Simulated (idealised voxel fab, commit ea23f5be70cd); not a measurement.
process module | voxel self aligned vias
cross-section cut | 280 nm wide | cells 5 nm
A cross-section is a grid of square cells, given in bands from the top down. A band is one or more rows of cells.
Each band's line starts with the height of the band's top and of its bottom, in nm. Then come its materials from left to right, each with its width in nm. One material with "throughout" fills the band from edge to edge. "air" is empty space.
Height 0 is the level under which the wafer as received is all one material. The lowest band goes on downwards, as in "0 down".
A width such as "30 to 40" changes by the same amount from each row of cells to the next, from the band's top row to its bottom row.
"no change" after a step means that no cell of the cross-section changed.
closed voids: empty space of 8 cells or more with no open way to the top, each as width x height at its distance from the left edge, in nm
after a step's settings: what the simulator itself notes on the step
overlay nm, on a step with a mask: how far to the right of its planned place the mask lay; to the left if negative
plan
1 op RECEIVE | material Si
2 op CONFORMAL_DEP | material SiO2 | thk nm 15
3 op CONFORMAL_DEP | material SiCN | thk nm 5
4 op DIRECTIONAL_DEP | material SiO2 | thk nm 25
5 op DIRECTIONAL_DEP | material aC | thk nm 10
6 op PATTERN | tone open | mask id LINES | material resist | width nm 30 | pitch nm 60 | thk nm 25 | overlay nm 0
7 op DIRECTIONAL_ETCH | etch materials aC | depth nm 10
8 op STRIP | etch materials resist
9 op DIRECTIONAL_ETCH | etch materials SiO2 | depth nm 25
10 op STRIP | etch materials aC
11 op CONFORMAL_DEP | material TiN | thk nm 5
12 op FILL_DEP | material Ru | thk nm 10
13 op CMP | height nm 45
14 op SELECTIVE_ETCH | etch materials W Ru TiN | depth nm 5
15 op FILL_DEP | material SiN | thk nm 10
16 op CMP | height nm 45
17 op DIRECTIONAL_DEP | material SiO2 | thk nm 20
18 op DIRECTIONAL_DEP | material aC | thk nm 15
19 op PATTERN | tone open | mask id VIAS | material resist | width nm 40 | pitch nm 120 | thk nm 35 | overlay nm -15
20 op DIRECTIONAL_ETCH | etch materials aC | depth nm 15
21 op STRIP | etch materials resist
22 op DIRECTIONAL_ETCH | etch materials SiO2 | depth nm 20
23 op DIRECTIONAL_ETCH | etch materials SiN | depth nm 5
24 op STRIP | etch materials aC
25 op CONFORMAL_DEP | material TiN | thk nm 5
26 op FILL_DEP | material Ru | thk nm 5
27 op CMP | height nm 65
28 op CONFORMAL_DEP | material SiCN | thk nm 5
varied across the wafers: overlay nm of step 19. The plan shows the first wafer's value. All wafers start alike
first wafer as received, after step 1
  0 down: Si throughout
  closed voids: none
first wafer at the end, after step 28
  70 to 65: SiCN throughout
  65 to 50: SiO2 45 | TiN 5 | Ru 30 | TiN 5 | SiO2 80 | TiN 5 | Ru 30 | TiN 5 | SiO2 75
  50 to 45: SiO2 45 | TiN 25 | Ru 10 | TiN 5 | SiO2 80 | TiN 25 | Ru 10 | TiN 5 | SiO2 75
  45 to 40: SiO2 65 | TiN 20 | SiN 10 | SiO2 30 | SiN 30 | SiO2 30 | TiN 20 | SiN 10 | SiO2 65
  40 to 25: SiO2 65 | TiN 5 | Ru 20 | TiN 5 | SiO2 30 | TiN 5 | Ru 20 | TiN 5 | SiO2 30 | TiN 5 | Ru 20 | TiN 5 | SiO2 65
  25 to 20: SiO2 65 | TiN 30 | SiO2 30 | TiN 30 | SiO2 30 | TiN 30 | SiO2 65
  20 to 15: SiCN throughout
  15 to 0: SiO2 throughout
  0 down: Si throughout
  closed voids: none
last wafer at the end
  70 to 65: SiCN throughout
  65 to 50: SiO2 75 | TiN 5 | Ru 30 | TiN 5 | SiO2 80 | TiN 5 | Ru 30 | TiN 5 | SiO2 45
  50 to 45: SiO2 75 | TiN 5 | Ru 10 | TiN 25 | SiO2 80 | TiN 5 | Ru 10 | TiN 25 | SiO2 45
  45 to 40: SiO2 65 | SiN 10 | TiN 20 | SiO2 30 | SiN 30 | SiO2 30 | SiN 10 | TiN 20 | SiO2 65
  40 to 25: SiO2 65 | TiN 5 | Ru 20 | TiN 5 | SiO2 30 | TiN 5 | Ru 20 | TiN 5 | SiO2 30 | TiN 5 | Ru 20 | TiN 5 | SiO2 65
  25 to 20: SiO2 65 | TiN 30 | SiO2 30 | TiN 30 | SiO2 30 | TiN 30 | SiO2 65
  20 to 15: SiCN throughout
  15 to 0: SiO2 throughout
  0 down: Si throughout
  closed voids: none
each wafer at the end: cells of each material gained (+) or lost (-) since it was received, then its closed voids
overlay nm -15 | +76 Ru | +112 SiCN | +10 SiN | +518 SiO2 | +68 TiN | closed voids: none
overlay nm -10 | +78 Ru | +112 SiCN | +8 SiN | +518 SiO2 | +68 TiN | closed voids: none
overlay nm -5 | +80 Ru | +112 SiCN | +6 SiN | +518 SiO2 | +68 TiN | closed voids: none
overlay nm 0 | +80 Ru | +112 SiCN | +6 SiN | +518 SiO2 | +68 TiN | closed voids: none
overlay nm 5 | +80 Ru | +112 SiCN | +6 SiN | +518 SiO2 | +68 TiN | closed voids: none
overlay nm 10 | +78 Ru | +112 SiCN | +8 SiN | +518 SiO2 | +68 TiN | closed voids: none
overlay nm 15 | +76 Ru | +112 SiCN | +10 SiN | +518 SiO2 | +68 TiN | closed voids: none
